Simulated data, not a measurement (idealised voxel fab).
Proc. module: voxel transistor to metal
Section shown: cut. Width: 170 nm. Cell size: 5 nm, square.
Think of the cross-section as a grid of square cells. We describe it in bands, top to bottom, and each band covers one or more rows of those cells.
The entry gives the band's vertical extent as a top height and a bottom height in nm, then its horizontal make-up as materials from left to right, each with a width in nm. "blank" stands for empty space; a single material marked "everywhere" fills the band edge to edge.
Where do heights start? At 0: under that level the wafer as delivered is made of one material only. And the lowest band has no floor; it just carries on downward, as in "0 -> down".
Width "30->40": first value at the band's top row of cells, second value at its bottom row, equal change from row to row.
When a step is marked "no change occurred", none of the cells in the cross-section changed during that step.
Under "Fully sealed voids" you'll find the enclosed gaps, the ones with no way out to the top, that are 8 cells or bigger; each reads width x height at distance, with distance counted from the left edge, everything in nm.
That trailing text on a step's line, after the settings, is the simulator's own remark on the step.
The setting "overlay nm" may be written on the line of a step. When the step uses a mask, the value reports how far to the right of the planned place the mask lay, and a negative value reports that it lay to the left.
## Below is the list of planned process steps
1. RECEIVE | material Si
2. CONFORMAL_DEP | material SiO2 | thk nm 5
3. CONFORMAL_DEP | material SiN | thk nm 15
4. DIRECTIONAL_DEP | material aC | thk nm 15
5. PATTERN | tone cover | mask id ACTIVE | material resist | width nm 125 | thk nm 30 | overlay nm 0
6. DIRECTIONAL_ETCH | etch materials aC | depth nm 15
7. STRIP | etch materials resist
8. DIRECTIONAL_ETCH | etch materials SiN | depth nm 15
9. DIRECTIONAL_ETCH | etch materials SiO2 | depth nm 5
10. DIRECTIONAL_ETCH | etch materials Si | depth nm 30
11. STRIP | etch materials aC
12. FILL_DEP | material SiO2 | thk nm 5
13. CMP | height nm 20
14. SELECTIVE_ETCH | etch materials SiO2 | depth nm 10
15. STRIP | etch materials SiN
16. SELECTIVE_ETCH | etch materials SiO2 | depth nm 5
17. OXIDIZE | depth nm 5
18. DIRECTIONAL_DEP | material polySi | thk nm 30
19. DIRECTIONAL_DEP | material SiCN | thk nm 10
20. PATTERN | tone cover | mask id GATE | material resist | width nm 25 | thk nm 20 | overlay nm 0
21. DIRECTIONAL_ETCH | etch materials SiCN | depth nm 20
22. DIRECTIONAL_ETCH | etch materials polySi | depth nm 40
23. STRIP | etch materials resist
24. CONFORMAL_DEP | material SiO2 | thk nm 5
25. DIRECTIONAL_ETCH | etch materials SiO2 | depth nm 5
26. CONFORMAL_DEP | material SiN | thk nm 5
27. DIRECTIONAL_ETCH | etch materials SiN | depth nm 5
28. DIRECTIONAL_ETCH | etch materials SiO2 | depth nm 5
29. DIRECTIONAL_ETCH | etch materials Si | depth nm 15
30. EPI | material SiGe | thk nm 20
31. FILL_DEP | material SiO2 | thk nm 5
32. CMP | height nm 30
33. STRIP | etch materials polySi
34. SELECTIVE_ETCH | etch materials SiO2 | depth nm 5
35. CONFORMAL_DEP | material HfO2 | thk nm 5
36. CONFORMAL_DEP | material TiN | thk nm 5
37. FILL_DEP | material W | thk nm 5
38. CMP | height nm 25
39. DIRECTIONAL_DEP | material SiO2 | thk nm 10
40. PATTERN | tone open | mask id CONTACT | material resist | width nm 20 | pitch nm 85 | thk nm 20 | overlay nm 0
41. DIRECTIONAL_ETCH | etch materials SiO2 | depth nm 20
42. STRIP | etch materials resist
43. CONFORMAL_DEP | material TiN | thk nm 5
44. FILL_DEP | material W | thk nm 10
45. CMP | height nm 35
46. CONFORMAL_DEP | material SiCN | thk nm 5
47. DIRECTIONAL_DEP | material lowk | thk nm 15
48. DIRECTIONAL_DEP | material aC | thk nm 10
49. PATTERN | tone open | mask id METAL_1 | material resist | width nm 20 | pitch nm 85 | thk nm 30 | overlay nm 0
50. DIRECTIONAL_ETCH | etch materials aC | depth nm 10
51. STRIP | etch materials resist
52. DIRECTIONAL_ETCH | etch materials lowk | depth nm 15
53. DIRECTIONAL_ETCH | etch materials SiCN | depth nm 5
54. STRIP | etch materials aC
55. CONFORMAL_DEP | material TiN | thk nm 5
56. FILL_DEP | material Cu | thk nm 5
57. CMP | height nm 55
58. EPI | material Ru | thk nm 5
59. FILL_DEP | material SiCN | thk nm 5
60. DIRECTIONAL_DEP | material SiO2 | thk nm 25
61. DIRECTIONAL_DEP | material aC | thk nm 10
62. PATTERN | tone open | mask id METAL_2_HOLES | material resist | width nm 15 | pitch nm 85 | thk nm 30 | overlay nm 0
63. DIRECTIONAL_ETCH | etch materials aC | depth nm 10
64. STRIP | etch materials resist
65. DIRECTIONAL_ETCH | etch materials SiO2 | depth nm 25
66. STRIP | etch materials aC
67. PATTERN | tone open | mask id METAL_2 | material resist | width nm 20 | pitch nm 85 | thk nm 15 | overlay nm 0
68. DIRECTIONAL_ETCH | etch materials SiO2 | depth nm 15
69. DIRECTIONAL_ETCH | etch materials SiCN | depth nm 5
70. STRIP | etch materials resist
71. CONFORMAL_DEP | material TiN | thk nm 5
72. FILL_DEP | material Cu | thk nm 10
73. CMP | height nm 90
74. CONFORMAL_DEP | material SiN | thk nm 5
## Cross-section, incoming material, after step 1
	0 -> down | Si everywhere
	Fully sealed voids: none
## Wafer at module end, in section. Began as above, planned as above, run with one mistake
	95 -> 90 | SiN everywhere
	90 -> 85 | SiO2 30 nm, TiN 5 nm, Cu 5 nm, TiN 10 nm, SiO2 65 nm, TiN 5 nm, Cu 5 nm, TiN 10 nm, SiO2 35 nm
	85 -> 75 | SiO2 30 nm, TiN 5 nm, Cu 5 nm, TiN 5 nm, SiO2 70 nm, TiN 5 nm, Cu 5 nm, TiN 5 nm, SiO2 40 nm
	75 -> 70 | SiCN 30 nm, TiN 15 nm, SiCN 70 nm, TiN 15 nm, SiCN 40 nm
	70 -> 60 | SiCN everywhere
	60 -> 55 | SiCN 25 nm, Ru 30 nm, SiCN 55 nm, Ru 30 nm, SiCN 30 nm
	55 -> 40 | lowk 30 nm, TiN 5 nm, Cu 10 nm, TiN 5 nm, lowk 65 nm, TiN 5 nm, Cu 10 nm, TiN 5 nm, lowk 35 nm
	40 -> 35 | SiCN 30 nm, TiN 20 nm, SiCN 65 nm, TiN 20 nm, SiCN 35 nm
	35 -> 25 | SiO2 30 nm, TiN 5 nm, W 10 nm, TiN 5 nm, SiO2 65 nm, TiN 5 nm, W 10 nm, TiN 5 nm, SiO2 35 nm
	25 -> 20 | SiO2 30 nm, TiN 5 nm, W 10 nm, TiN 5 nm, SiO2 10 nm, SiN 5 nm, HfO2 5 nm, TiN 5 nm, W 15 nm, TiN 5 nm, HfO2 5 nm, SiN 5 nm, SiO2 10 nm, TiN 5 nm, W 10 nm, TiN 5 nm, SiO2 35 nm
	20 -> 15 | SiO2 30 nm, TiN 20 nm, SiO2 10 nm, SiN 5 nm, HfO2 5 nm, TiN 5 nm, W 15 nm, TiN 5 nm, HfO2 5 nm, SiN 5 nm, SiO2 10 nm, TiN 20 nm, SiO2 35 nm
	15 -> 5 | SiO2 15 nm, SiGe 45 nm, SiN 5 nm, HfO2 5 nm, TiN 5 nm, W 15 nm, TiN 5 nm, HfO2 5 nm, SiN 5 nm, SiGe 45 nm, SiO2 20 nm
	5 -> 0 | SiO2 15 nm, SiGe 5 nm, SiN 5 nm, SiGe 35 nm, SiN 5 nm, HfO2 5 nm, TiN 25 nm, HfO2 5 nm, SiN 5 nm, SiGe 35 nm, SiN 5 nm, SiGe 5 nm, SiO2 20 nm
	0 -> -5 | SiO2 25 nm, SiGe 35 nm, SiO2 5 nm, HfO2 35 nm, SiO2 5 nm, SiGe 35 nm, SiO2 30 nm
	-5 -> -20 | SiO2 20 nm, Si 5 nm, SiGe 35 nm, Si 45 nm, SiGe 35 nm, Si 5 nm, SiO2 25 nm
	-20 -> -30 | SiO2 20 nm, Si 125 nm, SiO2 25 nm
	-30 -> down | Si everywhere
	Fully sealed voids: none
What was the processing mistake? the process deviated at step 59: the operation and settings actually run there were FILL_DEP | material SiCN | thk nm 15
